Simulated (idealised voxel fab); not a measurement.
Process module heading - voxel gate over fins
Pictured: cross-section cut, 140 nm wide, on a grid of 5 nm square cells.
Cross-section format: a grid of square cells, given as bands from top to bottom; each band is one or more rows of cells.
Heights first: top, then bottom, in nm. Then materials, left to right, each with a width in nm. "edge to edge" on a single material: fills the band edge to edge. "empty": empty space.
All heights in this document are referenced to 0, defined as the level beneath which the wafer, as received, consists entirely of one material. The lowest band is not bounded below; it extends indefinitely downward and is written in the form "0 nm and below".
The notation "30->40" denotes a width that varies across the rows of cells in the band, beginning at the first number in the top row, finishing at the second number in the bottom row, and changing by an identical amount from each row to the next.
What does "all unchanged" mean for a step? It means no cell of the cross-section changed in that step.
So "Voids, fully enclosed" is basically the list of trapped voids: any empty space of 8 cells or more that can't reach the top through an opening. They're written width x height at distance, the distance being from the left edge, and it's all nm.
It should be noted that, on the line of a given step, the content following the step's settings is a remark produced by the simulator itself with respect to that step.
On any step carrying a mask, the "overlay nm" setting, if present on the step's line, tells how far right of its planned place the mask lay; negative values point to the left.
Heads up before you read on: it's before/after pairs around one process step each, after side only down to the lowest band that changed, step plus settings under the pair. Pairs can be from different runs of this module, same starting wafer, so only chain a pair onto the one above if its "Pre-step cross-section" entry says so.
### Pre-step cross-section
10 nm to 5 nm: 25 of empty; 35 of TiN; 20 of empty; 35 of TiN; 25 of empty
5 nm to 0 nm: 25 of empty; 5 of TiN; 25 of HfO2; 5 of TiN; 20 of empty; 5 of TiN; 25 of HfO2; 5 of TiN; 25 of empty
0 nm to -5 nm: 30 of TiN; 5 of HfO2; 15 of Si; 5 of HfO2; 30 of TiN; 5 of HfO2; 15 of Si; 5 of HfO2; 30 of TiN
-5 nm to -10 nm: 35 of HfO2; 15 of Si; 40 of HfO2; 15 of Si; 35 of HfO2
-10 nm to -15 nm: 35 of SiO2; 15 of Si; 40 of SiO2; 15 of Si; 35 of SiO2
-15 nm to -25 nm: 35 of SiO2; 15 of Si; 10 of SiO2; 5 of TiN; 5 of Ru; 5 of TiN; 15 of SiO2; 15 of Si; 35 of SiO2
-25 nm to -30 nm: 35 of SiO2; 15 of Si; 10 of SiO2; 15 of TiN; 15 of SiO2; 15 of Si; 35 of SiO2
-30 nm to -40 nm: 35 of SiO2; 15 of Si; 40 of SiO2; 15 of Si; 35 of SiO2
-40 nm and below: Si edge to edge
Voids, fully enclosed: none
### Cut View, Post-Step
15 nm to 10 nm: 20 of empty; 45 of TiAl; 10 of empty; 45 of TiAl; 20 of empty
10 nm to 5 nm: 20 of empty; 5 of TiAl; 35 of TiN; 5 of TiAl; 10 of empty; 5 of TiAl; 35 of TiN; 5 of TiAl; 20 of empty
5 nm to 0 nm: 25 of TiAl; 5 of TiN; 25 of HfO2; 5 of TiN; 20 of TiAl; 5 of TiN; 25 of HfO2; 5 of TiN; 25 of TiAl
Unchanged below 0.
Voids, fully enclosed: none
Step that separates the before view from the after view above: CONFORMAL_DEP (material TiAl; thk nm 5)
Pre-step cross-section: This step starts from the configuration shown after the step in the pair immediately above.
### Cut View, Post-Step
20 nm to 15 nm: 15 of empty; 110 of TiN; 15 of empty
15 nm to 10 nm: 15 of empty; 5 of TiN; 45 of TiAl; 10 of TiN; 45 of TiAl; 5 of TiN; 15 of empty
10 nm to 5 nm: 20 of TiN; 5 of TiAl; 35 of TiN; 5 of TiAl; 10 of TiN; 5 of TiAl; 35 of TiN; 5 of TiAl; 20 of TiN
Unchanged below 5.
Voids, fully enclosed: none
Step that separates the before view from the after view above: CONFORMAL_DEP (material TiN; thk nm 5)
Pre-step cross-section: This step starts from the configuration shown after the step in the pair immediately above.
### Cut View, Post-Step
35 nm to 20 nm: W edge to edge
20 nm to 15 nm: 15 of W; 110 of TiN; 15 of W
15 nm to 10 nm: 15 of W; 5 of TiN; 45 of TiAl; 10 of TiN; 45 of TiAl; 5 of TiN; 15 of W
Unchanged below 10.
Voids, fully enclosed: none
Step that separates the before view from the after view above: FILL_DEP (material W; thk nm 15)
Pre-step cross-section: This step starts from the configuration shown after the step in the pair immediately above.
### Cut View, Post-Step
30 nm to 20 nm: W edge to edge
Unchanged below 20.
Voids, fully enclosed: none
Step that separates the before view from the after view above: CMP (height nm 30)
Pre-step cross-section: This step starts from the configuration shown after the step in the pair immediately above.
### Cut View, Post-Step
40 nm to 30 nm: SiCN edge to edge
Unchanged below 30.
Voids, fully enclosed: none
Step that separates the before view from the after view above: CONFORMAL_DEP (material SiCN; thk nm 10)
### Pre-step cross-section
20 nm to 10 nm: aC edge to edge
10 nm to 0 nm: SiN edge to edge
0 nm and below: Si edge to edge
Voids, fully enclosed: none
### Cut View, Post-Step
45 nm to 20 nm: 25 of empty; 15 of resist; 40 of empty; 15 of resist; 45 of empty
Unchanged below 20.
Voids, fully enclosed: none
Step that separates the before view from the after view above: PATTERN (tone cover; mask id FINS; material resist; width nm 15; pitch nm 55; thk nm 25; overlay nm -10)
Pre-step cross-section: This step starts from the configuration shown after the step in the pair immediately above.
### Cut View, Post-Step
35 nm to 20 nm: 25 of empty; 15 of resist; 40 of empty; 15 of resist; 45 of empty
20 nm to 10 nm: 25 of empty; 15 of aC; 40 of empty; 15 of aC; 45 of empty
Unchanged below 10.
Voids, fully enclosed: none
Step that separates the before view from the after view above: DIRECTIONAL_ETCH (etch materials aC; depth nm 10)
Pre-step cross-section: This step starts from the configuration shown after the step in the pair immediately above.
### Cut View, Post-Step
20 nm to 10 nm: 25 of empty; 15 of aC; 40 of empty; 15 of aC; 45 of empty
Unchanged below 10.
Voids, fully enclosed: none
Step that separates the before view from the after view above: STRIP (etch materials resist)
Pre-step cross-section: This step starts from the configuration shown after the step in the pair immediately above.
### Cut View, Post-Step
20 nm to 10 nm: 25 of empty; 15 of aC; 40 of empty; 15 of aC; 45 of empty
10 nm to 0 nm: 25 of empty; 15 of SiN; 40 of empty; 15 of SiN; 45 of empty
Unchanged below 0.
Voids, fully enclosed: none
Step that separates the before view from the after view above: DIRECTIONAL_ETCH (etch materials SiN; depth nm 10)
Pre-step cross-section: This step starts from the configuration shown after the step in the pair immediately above.
### Cut View, Post-Step
20 nm to 10 nm: 25 of empty; 15 of aC; 40 of empty; 15 of aC; 45 of empty
10 nm to 0 nm: 25 of empty; 15 of SiN; 40 of empty; 15 of SiN; 45 of empty
0 nm to -35 nm: 25 of empty; 15 of Si; 40 of empty; 15 of Si; 45 of empty
Unchanged below -35.
Voids, fully enclosed: none
Step that separates the before view from the after view above: DIRECTIONAL_ETCH (etch materials Si; depth nm 35)
Pre-step cross-section: This step starts from the configuration shown after the step in the pair immediately above.
### Cut View, Post-Step
10 nm to 0 nm: 25 of empty; 15 of SiN; 40 of empty; 15 of SiN; 45 of empty
Unchanged below 0.
Voids, fully enclosed: none
Step that separates the before view from the after view above: STRIP (etch materials aC)
Pre-step cross-section: This step starts from the configuration shown after the step in the pair immediately above.
### Cut View, Post-Step
10 nm to 0 nm: 25 of empty; 15 of SiN; 40 of empty; 15 of SiN; 45 of empty
0 nm to -35 nm: 25 of empty; 5 of SiO2; 5 of Si; 5 of SiO2; 40 of empty; 5 of SiO2; 5 of Si; 5 of SiO2; 45 of empty
-35 nm to -40 nm: 30 of SiO2; 5 of Si; 50 of SiO2; 5 of Si; 50 of SiO2
Unchanged below -40.
Voids, fully enclosed: none
Step that separates the before view from the after view above: OXIDIZE (depth nm 5)
Pre-step cross-section: This step starts from the configuration shown after the step in the pair immediately above.
### Cut View, Post-Step
20 nm to 10 nm: SiO2 edge to edge
10 nm to 0 nm: 25 of SiO2; 15 of SiN; 40 of SiO2; 15 of SiN; 45 of SiO2
0 nm to -40 nm: 30 of SiO2; 5 of Si; 50 of SiO2; 5 of Si; 50 of SiO2
Unchanged below -40.
Voids, fully enclosed: none
Step that separates the before view from the after view above: FILL_DEP (material SiO2; thk nm 10)
Pre-step cross-section: This step starts from the configuration shown after the step in the pair immediately above.
### Cut View, Post-Step
10 nm to 0 nm: 25 of SiO2; 15 of SiN; 40 of SiO2; 15 of SiN; 45 of SiO2
Unchanged below 0.
Voids, fully enclosed: none
Step that separates the before view from the after view above: CMP (height nm 10)
Pre-step cross-section: This step starts from the configuration shown after the step in the pair immediately above.
### Cut View, Post-Step
25 nm to 10 nm: aC edge to edge
Unchanged below 10.
Voids, fully enclosed: none
Step that separates the before view from the after view above: DIRECTIONAL_DEP (material aC; thk nm 15)
Pre-step cross-section: This step starts from the configuration shown after the step in the pair immediately above.
### Cut View, Post-Step
55 nm to 25 nm: 60 of resist; 15 of empty; 65 of resist
Unchanged below 25.
Voids, fully enclosed: none
Step that separates the before view from the after view above: PATTERN (tone open; mask id RAIL; material resist; width nm 15; thk nm 30; overlay nm 0)
Pre-step cross-section: This step starts from the configuration shown after the step in the pair immediately above.
### Cut View, Post-Step
40 nm to 25 nm: 60 of resist; 15 of empty; 65 of resist
25 nm to 10 nm: 60 of aC; 15 of empty; 65 of aC
Unchanged below 10.
Voids, fully enclosed: none
Step that separates the before view from the after view above: DIRECTIONAL_ETCH (etch materials aC; depth nm 15)
Pre-step cross-section: This step starts from the configuration shown after the step in the pair immediately above.
### Cut View, Post-Step
25 nm to 10 nm: 60 of aC; 15 of empty; 65 of aC
Unchanged below 10.
Voids, fully enclosed: none
Step that separates the before view from the after view above: STRIP (etch materials resist)
Pre-step cross-section: This step starts from the configuration shown after the step in the pair immediately above.
### Cut View, Post-Step
25 nm to 10 nm: 60 of aC; 15 of empty; 65 of aC
10 nm to 0 nm: 25 of SiO2; 15 of SiN; 20 of SiO2; 15 of empty; 5 of SiO2; 15 of SiN; 45 of SiO2
0 nm to -30 nm: 30 of SiO2; 5 of Si; 25 of SiO2; 15 of empty; 10 of SiO2; 5 of Si; 50 of SiO2
Unchanged below -30.
Voids, fully enclosed: none
Step that separates the before view from the after view above: DIRECTIONAL_ETCH (etch materials SiO2; depth nm 40)
Pre-step cross-section: This step starts from the configuration shown after the step in the pair immediately above.
### Cut View, Post-Step
10 nm to 0 nm: 25 of SiO2; 15 of SiN; 20 of SiO2; 15 of empty; 5 of SiO2; 15 of SiN; 45 of SiO2
Unchanged below 0.
Voids, fully enclosed: none
Step that separates the before view from the after view above: STRIP (etch materials aC)
Pre-step cross-section: This step starts from the configuration shown after the step in the pair immediately above.
### Cut View, Post-Step
15 nm to 10 nm: 65 of TiN; 5 of empty; 70 of TiN
10 nm to 0 nm: 25 of SiO2; 15 of SiN; 20 of SiO2; 5 of TiN; 5 of empty; 5 of TiN; 5 of SiO2; 15 of SiN; 45 of SiO2
0 nm to -25 nm: 30 of SiO2; 5 of Si; 25 of SiO2; 5 of TiN; 5 of empty; 5 of TiN; 10 of SiO2; 5 of Si; 50 of SiO2
-25 nm to -30 nm: 30 of SiO2; 5 of Si; 25 of SiO2; 15 of TiN; 10 of SiO2; 5 of Si; 50 of SiO2
Unchanged below -30.
Voids, fully enclosed: none
Step that separates the before view from the after view above: CONFORMAL_DEP (material TiN; thk nm 5)
Pre-step cross-section: This step starts from the configuration shown after the step in the pair immediately above.
### Cut View, Post-Step
25 nm to 15 nm: Ru edge to edge
15 nm to 10 nm: 65 of TiN; 5 of Ru; 70 of TiN
10 nm to 0 nm: 25 of SiO2; 15 of SiN; 20 of SiO2; 5 of TiN; 5 of Ru; 5 of TiN; 5 of SiO2; 15 of SiN; 45 of SiO2
0 nm to -25 nm: 30 of SiO2; 5 of Si; 25 of SiO2; 5 of TiN; 5 of Ru; 5 of TiN; 10 of SiO2; 5 of Si; 50 of SiO2
Unchanged below -25.
Voids, fully enclosed: none
Step that separates the before view from the after view above: FILL_DEP (material Ru; thk nm 10)
Pre-step cross-section: This step starts from the configuration shown after the step in the pair immediately above.
### Cut View, Post-Step
10 nm to 0 nm: 25 of SiO2; 15 of SiN; 20 of SiO2; 5 of TiN; 5 of Ru; 5 of TiN; 5 of SiO2; 15 of SiN; 45 of SiO2
Unchanged below 0.
Voids, fully enclosed: none
Step that separates the before view from the after view above: CMP (height nm 10)
Pre-step cross-section: This step starts from the configuration shown after the step in the pair immediately above.
### Cut View, Post-Step
10 nm to 0 nm: 25 of SiO2; 15 of SiN; 20 of SiO2; 15 of empty; 5 of SiO2; 15 of SiN; 45 of SiO2
0 nm to -15 nm: 30 of SiO2; 5 of Si; 25 of SiO2; 15 of empty; 10 of SiO2; 5 of Si; 50 of SiO2
Unchanged below -15.
Voids, fully enclosed: none
Step that separates the before view from the after view above: SELECTIVE_ETCH (etch materials W Ru TiN; depth nm 25)
Pre-step cross-section: This step starts from the configuration shown after the step in the pair immediately above.
### Cut View, Post-Step
15 nm to 10 nm: SiO2 edge to edge
10 nm to 0 nm: 25 of SiO2; 15 of SiN; 40 of SiO2; 15 of SiN; 45 of SiO2
0 nm to -15 nm: 30 of SiO2; 5 of Si; 50 of SiO2; 5 of Si; 50 of SiO2
Unchanged below -15.
Voids, fully enclosed: none
Step that separates the before view from the after view above: FILL_DEP (material SiO2; thk nm 5)
Pre-step cross-section: This step starts from the configuration shown after the step in the pair immediately above.
### Cut View, Post-Step
10 nm to 0 nm: 25 of SiO2; 15 of SiN; 40 of SiO2; 15 of SiN; 45 of SiO2
Unchanged below 0.
Voids, fully enclosed: none
Step that separates the before view from the after view above: CMP (height nm 10)
Pre-step cross-section: This step starts from the configuration shown after the step in the pair immediately above.
### Cut View, Post-Step
10 nm to 0 nm: 25 of empty; 15 of SiN; 40 of empty; 15 of SiN; 45 of empty
0 nm to -10 nm: 30 of empty; 5 of Si; 50 of empty; 5 of Si; 50 of empty
Unchanged below -10.
Voids, fully enclosed: none
Step that separates the before view from the after view above: SELECTIVE_ETCH (etch materials SiO2; depth nm 20)
Pre-step cross-section: This step starts from the configuration shown after the step in the pair immediately above.
### Cut View, Post-Step
0 nm to -10 nm: 30 of empty; 5 of Si; 50 of empty; 5 of Si; 50 of empty
Unchanged below -10.
Voids, fully enclosed: none
Step that separates the before view from the after view above: STRIP (etch materials SiN)
Pre-step cross-section: This step starts from the configuration shown after the step in the pair immediately above.
### Cut View, Post-Step
5 nm to 0 nm: 25 of empty; 15 of HfO2; 40 of empty; 15 of HfO2; 45 of empty
0 nm to -5 nm: 25 of empty; 5 of HfO2; 5 of Si; 5 of HfO2; 40 of empty; 5 of HfO2; 5 of Si; 5 of HfO2; 45 of empty
-5 nm to -10 nm: 30 of HfO2; 5 of Si; 50 of HfO2; 5 of Si; 50 of HfO2
Unchanged below -10.
Voids, fully enclosed: none
Step that separates the before view from the after view above: CONFORMAL_DEP (material HfO2; thk nm 5)
Pre-step cross-section: This step starts from the configuration shown after the step in the pair immediately above.
### Cut View, Post-Step
10 nm to 5 nm: 20 of empty; 25 of TiN; 30 of empty; 25 of TiN; 40 of empty
5 nm to 0 nm: 20 of empty; 5 of TiN; 15 of HfO2; 5 of TiN; 30 of empty; 5 of TiN; 15 of HfO2; 5 of TiN; 40 of empty
0 nm to -5 nm: 25 of TiN; 5 of HfO2; 5 of Si; 5 of HfO2; 40 of TiN; 5 of HfO2; 5 of Si; 5 of HfO2; 45 of TiN
Unchanged below -5.
Voids, fully enclosed: none
Step that separates the before view from the after view above: CONFORMAL_DEP (material TiN; thk nm 5)
Pre-step cross-section: This step starts from the configuration shown after the step in the pair immediately above.
### Cut View, Post-Step
15 nm to 10 nm: 15 of empty; 35 of TiAl; 20 of empty; 35 of TiAl; 35 of empty
10 nm to 5 nm: 15 of empty; 5 of TiAl; 25 of TiN; 5 of TiAl; 20 of empty; 5 of TiAl; 25 of TiN; 5 of TiAl; 35 of empty
5 nm to 0 nm: 20 of TiAl; 5 of TiN; 15 of HfO2; 5 of TiN; 30 of TiAl; 5 of TiN; 15 of HfO2; 5 of TiN; 40 of TiAl
Unchanged below 0.
Voids, fully enclosed: none
Step that separates the before view from the after view above: CONFORMAL_DEP (material TiAl; thk nm 5)
Pre-step cross-section: This step starts from the configuration shown after the step in the pair immediately above.
### Cut View, Post-Step
20 nm to 15 nm: 10 of empty; 45 of TiN; 10 of empty; 45 of TiN; 30 of empty
15 nm to 10 nm: 10 of empty; 5 of TiN; 35 of TiAl; 5 of TiN; 10 of empty; 5 of TiN; 35 of TiAl; 5 of TiN; 30 of empty
10 nm to 5 nm: 15 of TiN; 5 of TiAl; 25 of TiN; 5 of TiAl; 20 of TiN; 5 of TiAl; 25 of TiN; 5 of TiAl; 35 of TiN
Unchanged below 5.
Voids, fully enclosed: none
Step that separates the before view from the after view above: CONFORMAL_DEP (material TiN; thk nm 5)
Pre-step cross-section: This step starts from the configuration shown after the step in the pair immediately above.
### Cut View, Post-Step
35 nm to 20 nm: W edge to edge
20 nm to 15 nm: 10 of W; 45 of TiN; 10 of W; 45 of TiN; 30 of W
15 nm to 10 nm: 10 of W; 5 of TiN; 35 of TiAl; 5 of TiN; 10 of W; 5 of TiN; 35 of TiAl; 5 of TiN; 30 of W
Unchanged below 10.
Voids, fully enclosed: none
Step that separates the before view from the after view above: FILL_DEP (material W; thk nm 15)
Pre-step cross-section: This step starts from the configuration shown after the step in the pair immediately above.
### Cut View, Post-Step
30 nm to 20 nm: W edge to edge
Unchanged below 20.
Voids, fully enclosed: none
Step that separates the before view from the after view above: CMP (height nm 30)
Pre-step cross-section: This step starts from the configuration shown after the step in the pair immediately above.
### Cut View, Post-Step
40 nm to 30 nm: SiCN edge to edge
Unchanged below 30.
Voids, fully enclosed: none
Step that separates the before view from the after view above: CONFORMAL_DEP (material SiCN; thk nm 10)
### Pre-step cross-section
20 nm to 15 nm: 20 of empty; 45 of TiN; 10 of empty; 45 of TiN; 20 of empty
15 nm to 10 nm: 20 of empty; 5 of TiN; 35 of TiAl; 5 of TiN; 10 of empty; 5 of TiN; 35 of TiAl; 5 of TiN; 20 of empty
10 nm to 5 nm: 25 of TiN; 5 of TiAl; 25 of TiN; 5 of TiAl; 20 of TiN; 5 of TiAl; 25 of TiN; 5 of TiAl; 25 of TiN
5 nm to 0 nm: 30 of TiAl; 5 of TiN; 15 of HfO2; 5 of TiN; 30 of TiAl; 5 of TiN; 15 of HfO2; 5 of TiN; 30 of TiAl
0 nm to -5 nm: 35 of TiN; 5 of HfO2; 5 of Si; 5 of HfO2; 40 of TiN; 5 of HfO2; 5 of Si; 5 of HfO2; 35 of TiN
-5 nm to -10 nm: 40 of HfO2; 5 of Si; 50 of HfO2; 5 of Si; 40 of HfO2
-10 nm to -15 nm: 40 of SiO2; 5 of Si; 50 of SiO2; 5 of Si; 40 of SiO2
-15 nm to -25 nm: 40 of SiO2; 5 of Si; 15 of SiO2; 5 of TiN; 5 of Ru; 5 of TiN; 20 of SiO2; 5 of Si; 40 of SiO2
-25 nm to -30 nm: 40 of SiO2; 5 of Si; 15 of SiO2; 15 of TiN; 20 of SiO2; 5 of Si; 40 of SiO2
-30 nm to -40 nm: 40 of SiO2; 5 of Si; 50 of SiO2; 5 of Si; 40 of SiO2
-40 nm and below: Si edge to edge
Voids, fully enclosed: none
### Cut View, Post-Step
35 nm to 20 nm: SiCN edge to edge
20 nm to 15 nm: 20 of SiCN; 45 of TiN; 10 of SiCN; 45 of TiN; 20 of SiCN
15 nm to 10 nm: 20 of SiCN; 5 of TiN; 35 of TiAl; 5 of TiN; 10 of SiCN; 5 of TiN; 35 of TiAl; 5 of TiN; 20 of SiCN
Unchanged below 10.
Voids, fully enclosed: none
Step that separates the before view from the after view above: FILL_DEP (material SiCN; thk nm 15)
Pre-step cross-section: This step starts from the configuration shown after the step in the pair immediately above.
### Cut View, Post-Step
30 nm to 20 nm: SiCN edge to edge
Unchanged below 20.
Voids, fully enclosed: none
Step that separates the before view from the after view above: CMP (height nm 30)
Pre-step cross-section: This step starts from the configuration shown after the step in the pair immediately above.
### Cut View, Post-Step
40 nm to 20 nm: SiCN edge to edge
Unchanged below 20.
Voids, fully enclosed: none
Step that separates the before view from the after view above: CONFORMAL_DEP (material SiCN; thk nm 10)
### Pre-step cross-section
25 nm to 10 nm: aC edge to edge
10 nm to 0 nm: 35 of SiO2; 15 of SiN; 40 of SiO2; 15 of SiN; 35 of SiO2
0 nm to -40 nm: 40 of SiO2; 5 of Si; 50 of SiO2; 5 of Si; 40 of SiO2
-40 nm and below: Si edge to edge
Voids, fully enclosed: none
### Cut View, Post-Step
55 nm to 25 nm: 60 of empty; 15 of resist; 65 of empty
Unchanged below 25.
Voids, fully enclosed: none
Step that separates the before view from the after view above: PATTERN (tone cover; mask id RAIL; material resist; width nm 15; thk nm 30; overlay nm 0)
Pre-step cross-section: This step starts from the configuration shown after the step in the pair immediately above.
### Cut View, Post-Step
40 nm to 25 nm: 60 of empty; 15 of resist; 65 of empty
25 nm to 10 nm: 60 of empty; 15 of aC; 65 of empty
Unchanged below 10.
Voids, fully enclosed: none
Step that separates the before view from the after view above: DIRECTIONAL_ETCH (etch materials aC; depth nm 15)
Pre-step cross-section: This step starts from the configuration shown after the step in the pair immediately above.
### Cut View, Post-Step
25 nm to 10 nm: 60 of empty; 15 of aC; 65 of empty
Unchanged below 10.
Voids, fully enclosed: none
Step that separates the before view from the after view above: STRIP (etch materials resist)
Pre-step cross-section: This step starts from the configuration shown after the step in the pair immediately above.
### Cut View, Post-Step
25 nm to 10 nm: 60 of empty; 15 of aC; 65 of empty
10 nm to 0 nm: 35 of empty; 15 of SiN; 10 of empty; 15 of SiO2; 15 of empty; 15 of SiN; 35 of empty
0 nm to -30 nm: 35 of empty; 5 of SiO2; 5 of Si; 5 of SiO2; 10 of empty; 15 of SiO2; 15 of empty; 5 of SiO2; 5 of Si; 5 of SiO2; 35 of empty
Unchanged below -30.
Voids, fully enclosed: none
Step that separates the before view from the after view above: DIRECTIONAL_ETCH (etch materials SiO2; depth nm 40)
Pre-step cross-section: This step starts from the configuration shown after the step in the pair immediately above.
### Cut View, Post-Step
10 nm to 0 nm: 35 of empty; 15 of SiN; 10 of empty; 15 of SiO2; 15 of empty; 15 of SiN; 35 of empty
Unchanged below 0.
Voids, fully enclosed: none
Step that separates the before view from the after view above: STRIP (etch materials aC)
Pre-step cross-section: This step starts from the configuration shown after the step in the pair immediately above.
### Cut View, Post-Step
15 nm to 10 nm: 30 of empty; 50 of TiN; 5 of empty; 25 of TiN; 30 of empty
10 nm to 0 nm: 30 of empty; 5 of TiN; 15 of SiN; 10 of TiN; 15 of SiO2; 5 of TiN; 5 of empty; 5 of TiN; 15 of SiN; 5 of TiN; 30 of empty
0 nm to -25 nm: 30 of empty; 5 of TiN; 5 of SiO2; 5 of Si; 5 of SiO2; 10 of TiN; 15 of SiO2; 5 of TiN; 5 of empty; 5 of TiN; 5 of SiO2; 5 of Si; 5 of SiO2; 5 of TiN; 30 of empty
-25 nm to -30 nm: 35 of TiN; 5 of SiO2; 5 of Si; 5 of SiO2; 10 of TiN; 15 of SiO2; 15 of TiN; 5 of SiO2; 5 of Si; 5 of SiO2; 35 of TiN
Unchanged below -30.
Voids, fully enclosed: none
Step that separates the before view from the after view above: CONFORMAL_DEP (material TiN; thk nm 5)
Pre-step cross-section: This step starts from the configuration shown after the step in the pair immediately above.
### Cut View, Post-Step
25 nm to 15 nm: Ru edge to edge
15 nm to 10 nm: 30 of Ru; 50 of TiN; 5 of Ru; 25 of TiN; 30 of Ru
10 nm to 0 nm: 30 of Ru; 5 of TiN; 15 of SiN; 10 of TiN; 15 of SiO2; 5 of TiN; 5 of Ru; 5 of TiN; 15 of SiN; 5 of TiN; 30 of Ru
0 nm to -25 nm: 30 of Ru; 5 of TiN; 5 of SiO2; 5 of Si; 5 of SiO2; 10 of TiN; 15 of SiO2; 5 of TiN; 5 of Ru; 5 of TiN; 5 of SiO2; 5 of Si; 5 of SiO2; 5 of TiN; 30 of Ru
Unchanged below -25.
Voids, fully enclosed: none
Step that separates the before view from the after view above: FILL_DEP (material Ru; thk nm 10)
Pre-step cross-section: This step starts from the configuration shown after the step in the pair immediately above.
### Cut View, Post-Step
10 nm to 0 nm: 30 of Ru; 5 of TiN; 15 of SiN; 10 of TiN; 15 of SiO2; 5 of TiN; 5 of Ru; 5 of TiN; 15 of SiN; 5 of TiN; 30 of Ru
Unchanged below 0.
Voids, fully enclosed: none
Step that separates the before view from the after view above: CMP (height nm 10)
Pre-step cross-section: This step starts from the configuration shown after the step in the pair immediately above.
### Cut View, Post-Step
10 nm to 0 nm: 35 of empty; 15 of SiN; 10 of empty; 15 of SiO2; 15 of empty; 15 of SiN; 35 of empty
0 nm to -15 nm: 35 of empty; 5 of SiO2; 5 of Si; 5 of SiO2; 10 of empty; 15 of SiO2; 15 of empty; 5 of SiO2; 5 of Si; 5 of SiO2; 35 of empty
Unchanged below -15.
Voids, fully enclosed: none
Step that separates the before view from the after view above: SELECTIVE_ETCH (etch materials W Ru TiN; depth nm 25)
Pre-step cross-section: This step starts from the configuration shown after the step in the pair immediately above.
### Cut View, Post-Step
15 nm to 10 nm: SiO2 edge to edge
10 nm to 0 nm: 35 of SiO2; 15 of SiN; 40 of SiO2; 15 of SiN; 35 of SiO2
0 nm to -15 nm: 40 of SiO2; 5 of Si; 50 of SiO2; 5 of Si; 40 of SiO2
Unchanged below -15.
Voids, fully enclosed: none
Step that separates the before view from the after view above: FILL_DEP (material SiO2; thk nm 5)
Pre-step cross-section: This step starts from the configuration shown after the step in the pair immediately above.
### Cut View, Post-Step
10 nm to 0 nm: 35 of SiO2; 15 of SiN; 40 of SiO2; 15 of SiN; 35 of SiO2
Unchanged below 0.
Voids, fully enclosed: none
Step that separates the before view from the after view above: CMP (height nm 10)
Pre-step cross-section: This step starts from the configuration shown after the step in the pair immediately above.
### Cut View, Post-Step
10 nm to 0 nm: 35 of empty; 15 of SiN; 40 of empty; 15 of SiN; 35 of empty
0 nm to -10 nm: 40 of empty; 5 of Si; 50 of empty; 5 of Si; 40 of empty
Unchanged below -10.
Voids, fully enclosed: none
Step that separates the before view from the after view above: SELECTIVE_ETCH (etch materials SiO2; depth nm 20)
Pre-step cross-section: This step starts from the configuration shown after the step in the pair immediately above.
### Cut View, Post-Step
0 nm to -10 nm: 40 of empty; 5 of Si; 50 of empty; 5 of Si; 40 of empty
Unchanged below -10.
Voids, fully enclosed: none
Step that separates the before view from the after view above: STRIP (etch materials SiN)
Pre-step cross-section: This step starts from the configuration shown after the step in the pair immediately above.
### Cut View, Post-Step
5 nm to 0 nm: 35 of empty; 15 of HfO2; 40 of empty; 15 of HfO2; 35 of empty
0 nm to -5 nm: 35 of empty; 5 of HfO2; 5 of Si; 5 of HfO2; 40 of empty; 5 of HfO2; 5 of Si; 5 of HfO2; 35 of empty
-5 nm to -10 nm: 40 of HfO2; 5 of Si; 50 of HfO2; 5 of Si; 40 of HfO2
Unchanged below -10.
Voids, fully enclosed: none
Step that separates the before view from the after view above: CONFORMAL_DEP (material HfO2; thk nm 5)
Pre-step cross-section: This step starts from the configuration shown after the step in the pair immediately above.
### Cut View, Post-Step
10 nm to 5 nm: 30 of empty; 25 of TiN; 30 of empty; 25 of TiN; 30 of empty
5 nm to 0 nm: 30 of empty; 5 of TiN; 15 of HfO2; 5 of TiN; 30 of empty; 5 of TiN; 15 of HfO2; 5 of TiN; 30 of empty
0 nm to -5 nm: 35 of TiN; 5 of HfO2; 5 of Si; 5 of HfO2; 40 of TiN; 5 of HfO2; 5 of Si; 5 of HfO2; 35 of TiN
Unchanged below -5.
Voids, fully enclosed: none
Step that separates the before view from the after view above: CONFORMAL_DEP (material TiN; thk nm 5)
Pre-step cross-section: This step starts from the configuration shown after the step in the pair immediately above.
### Cut View, Post-Step
15 nm to 10 nm: 25 of empty; 35 of TiAl; 20 of empty; 35 of TiAl; 25 of empty
10 nm to 5 nm: 25 of empty; 5 of TiAl; 25 of TiN; 5 of TiAl; 20 of empty; 5 of TiAl; 25 of TiN; 5 of TiAl; 25 of empty
5 nm to 0 nm: 30 of TiAl; 5 of TiN; 15 of HfO2; 5 of TiN; 30 of TiAl; 5 of TiN; 15 of HfO2; 5 of TiN; 30 of TiAl
Unchanged below 0.
Voids, fully enclosed: none
Step that separates the before view from the after view above: CONFORMAL_DEP (material TiAl; thk nm 5)
Pre-step cross-section: This step starts from the configuration shown after the step in the pair immediately above.
### Cut View, Post-Step
20 nm to 15 nm: 20 of empty; 45 of TiN; 10 of empty; 45 of TiN; 20 of empty
15 nm to 10 nm: 20 of empty; 5 of TiN; 35 of TiAl; 5 of TiN; 10 of empty; 5 of TiN; 35 of TiAl; 5 of TiN; 20 of empty
10 nm to 5 nm: 25 of TiN; 5 of TiAl; 25 of TiN; 5 of TiAl; 20 of TiN; 5 of TiAl; 25 of TiN; 5 of TiAl; 25 of TiN
Unchanged below 5.
Voids, fully enclosed: none
Step that separates the before view from the after view above: CONFORMAL_DEP (material TiN; thk nm 5)
Pre-step cross-section: This step starts from the configuration shown after the step in the pair immediately above.
### Cut View, Post-Step
35 nm to 20 nm: W edge to edge
20 nm to 15 nm: 20 of W; 45 of TiN; 10 of W; 45 of TiN; 20 of W
15 nm to 10 nm: 20 of W; 5 of TiN; 35 of TiAl; 5 of TiN; 10 of W; 5 of TiN; 35 of TiAl; 5 of TiN; 20 of W
Unchanged below 10.
Voids, fully enclosed: none
Step that separates the before view from the after view above: FILL_DEP (material W; thk nm 15)
Pre-step cross-section: This step starts from the configuration shown after the step in the pair immediately above.
### Cut View, Post-Step
30 nm to 20 nm: W edge to edge
Unchanged below 20.
Voids, fully enclosed: none
Step that separates the before view from the after view above: CMP (height nm 30)
Pre-step cross-section: This step starts from the configuration shown after the step in the pair immediately above.
### Cut View, Post-Step
40 nm to 30 nm: SiCN edge to edge
Unchanged below 30.
Voids, fully enclosed: none
Step that separates the before view from the after view above: CONFORMAL_DEP (material SiCN; thk nm 10)
